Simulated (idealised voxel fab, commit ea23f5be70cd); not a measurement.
Proc. module: voxel released beams
Displayed cross-section: cut, width of 180 nm, square cells sized 5 nm.
A cross-section is a grid of square cells, given in bands from the top down. A band is one or more rows of cells.
This entry defines a band. It first specifies the height of the band's top and the height of its bottom in nm, and then specifies the band's materials from left to right, stating each material with its width in nm. The word "edge to edge" identifies a single material that fills the band from edge to edge, while the word "empty" identifies empty space.
For the purposes of this specification, 0 denotes the height below which the wafer in its as-received condition is composed wholly of one material, and the lowermost band, lacking a lower limit, extends downward without end, as expressed in "0 down".
Width "30 to 40": first value at the band's top row of cells, second value at its bottom row, equal change from row to row.
What does "nothing changed" mean for a step? It means no cell of the cross-section changed in that step.
In "Unvented internal voids" the enclosed voids are listed, meaning empty spaces of 8 cells or larger without any opening to the top. The form is width x height at distance, distance from the left edge, units nm.
The remark found on a step's line after its settings is issued by the simulator itself and pertains to that step.
When a step includes a mask, the "overlay nm" setting on its line states how far to the right of its planned place that mask lay, and negative values state how far to the left.

Process steps foreseen in the plan
1: RECEIVE | material Si
2: CONFORMAL_DEP | material Al2O3 | thk nm 10
3: DIRECTIONAL_DEP | material SiO2 | thk nm 10
4: PATTERN | tone open | mask id ANCHOR | material resist | width nm 30 | thk nm 15 | overlay nm 0
5: DIRECTIONAL_ETCH | etch materials SiO2 | depth nm 10
6: STRIP | etch materials resist
7: CONFORMAL_DEP | material SiN | thk nm 10
8: PATTERN | tone cover | mask id BEAM | material resist | width nm 100 | thk nm 20 | overlay nm 0
9: DIRECTIONAL_ETCH | etch materials SiN | depth nm 10
10: STRIP | etch materials resist
11: STRIP | etch materials SiO2

Here's what the wafer looked like in cross-section when it arrived - that's after step 1
    0 down | Si edge to edge
    Unvented internal voids: none

This is how the wafer looks in cross-section once the module is done, given the starting state and plan above and one mistake in carrying the plan out
    30 to 20 | 35 of empty | 100 of SiN | 45 of empty
    20 to 10 | Al2O3 edge to edge
    10 to 0 | SiO2 edge to edge
    0 down | Si edge to edge
    Unvented internal voids: none
The plan and the run diverged here: swap of plan steps 2 and 3 during execution
